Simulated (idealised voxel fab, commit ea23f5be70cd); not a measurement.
This section sets out a process module, namely voxel self aligned contacts.
In the cross-section labelled cut, the width is 215 nm and each square cell is 5 nm.
Format of a cross-section: grid, square cells. Given as bands. Order: top down. Band: one or more rows of cells.
It is stipulated that each band's entry specify, in nanometres, the height of the top of the band and then that of its bottom, followed by the materials of the band in left-to-right sequence, each together with its width in nanometres. A single material marked by the word "everywhere" is understood to fill the band from edge to edge; the word "empty" is understood to denote empty space.
Heights are measured from 0, the level below which the as-received wafer is all one material; the lowest band has no bottom and continues downward, written as in "0 down".
A width given as "30->40" starts at the first number in the band's top row and ends at the second number in its bottom row, shifting by an equal amount at every step from row to row.
"no alterations made" means the step left every cell of the cross-section as it was.
Enclosed voids (no open way to top), threshold 8 cells or more, entry "Closed void catalog", notation width x height at distance, distance from left edge, nm.
What comes after the settings on a step's line is commentary from the simulator itself on that step.
overlay nm: for a step with a mask, the amount by which the mask lay right of where it was planned; a negative amount means left of it.

-- The process steps that were planned are listed below
1: RECEIVE [material Si]
2: OXIDIZE [depth nm 5]
3: DIRECTIONAL_DEP [material polySi] [thk nm 25]
4: DIRECTIONAL_DEP [material SiN] [thk nm 25]
5: MASKED_ETCH [tone cover] [mask id GATE] [width nm 15] [pitch nm 65] [etch materials SiN] [depth nm 25] [overlay nm 0]
6: MASKED_ETCH [tone cover] [mask id GATE] [width nm 25] [pitch nm 65] [etch materials polySi] [depth nm 25] [overlay nm 0]
7: CONFORMAL_DEP [material SiN] [thk nm 10]
8: DIRECTIONAL_ETCH [etch materials SiN] [depth nm 10]
9: FILL_DEP [material SiO2] [thk nm 15]
10: CMP [height nm 55]
11: MASKED_ETCH [tone open] [mask id CONTACT] [width nm 50] [pitch nm 65] [etch materials SiO2] [depth nm 60] [overlay nm 0]
12: CONFORMAL_DEP [material TiN] [thk nm 5]
13: FILL_DEP [material Ru] [thk nm 10]
14: CMP [height nm 55]
15: CONFORMAL_DEP [material SiCN] [thk nm 5]
Keep in mind the plan's value for the width nm of step 5 comes from the first wafer; the wafers don't share that setting, but they do share the same starting point.

-- This is how the first of several wafers looked in cross-section when it arrived, which is after step 1
0 down: Si everywhere
Closed void catalog: none

-- Last step of the module is step 15; after it, the first of several wafers in cross-section
60 to 55: SiCN everywhere
55 to 50: 50 SiO2 / 15 TiN / 20 Ru / 15 TiN / 15 SiO2 / 15 TiN / 20 Ru / 15 TiN / 50 SiO2
50 to 30: 25 SiO2 / 35 SiN / 5 TiN / 20 Ru / 5 TiN / 35 SiN / 5 TiN / 20 Ru / 5 TiN / 35 SiN / 25 SiO2
30 to 25: 25 SiO2 / 35 SiN / 10 TiN / 10 Ru / 10 TiN / 35 SiN / 10 TiN / 10 Ru / 10 TiN / 35 SiN / 25 SiO2
25 to 0: 20 SiO2 / 10 SiN / 25 polySi / 10 SiN / 5 TiN / 10 Ru / 5 TiN / 10 SiN / 25 polySi / 10 SiN / 5 TiN / 10 Ru / 5 TiN / 10 SiN / 25 polySi / 10 SiN / 20 SiO2
0 to -5: 65 SiO2 / 20 TiN / 45 SiO2 / 20 TiN / 65 SiO2
-5 down: Si everywhere
Closed void catalog: none

-- Last-wafer cross-section at the end of the module
60 to 55: SiCN everywhere
55 to 50: 50 SiO2 / 50 TiN / 15 SiO2 / 50 TiN / 50 SiO2
50 to 25: 15 SiO2 / 60 SiN / 5 TiN / 60 SiN / 5 TiN / 60 SiN / 10 SiO2
25 to 0: 15 SiO2 / 10 SiN / 40 polySi / 10 SiN / 5 TiN / 10 SiN / 40 polySi / 10 SiN / 5 TiN / 10 SiN / 40 polySi / 10 SiN / 10 SiO2
0 to -5: 75 SiO2 / 5 TiN / 60 SiO2 / 5 TiN / 70 SiO2
-5 down: Si everywhere
Closed void catalog: none

-- Per wafer (row), end of module: delta in cells per material since receipt, (+) for gained, (-) for lost; closed voids after that
width nm 15 | +64 Ru | -43 Si | +43 SiCN | +165 SiN | +148 SiO2 | +64 TiN | +75 polySi | Closed void catalog: none
width nm 20 | +54 Ru | -43 Si | +43 SiCN | +180 SiN | +143 SiO2 | +64 TiN | +75 polySi | Closed void catalog: none
width nm 25 | +44 Ru | -43 Si | +43 SiCN | +195 SiN | +138 SiO2 | +64 TiN | +75 polySi | Closed void catalog: none
width nm 30 | +22 Ru | -43 Si | +43 SiCN | +210 SiN | +130 SiO2 | +64 TiN | +90 polySi | Closed void catalog: none
width nm 35 | -43 Si | +43 SiCN | +225 SiN | +122 SiO2 | +64 TiN | +105 polySi | Closed void catalog: none
width nm 40 | -43 Si | +43 SiCN | +240 SiN | +114 SiO2 | +42 TiN | +120 polySi | Closed void catalog: none
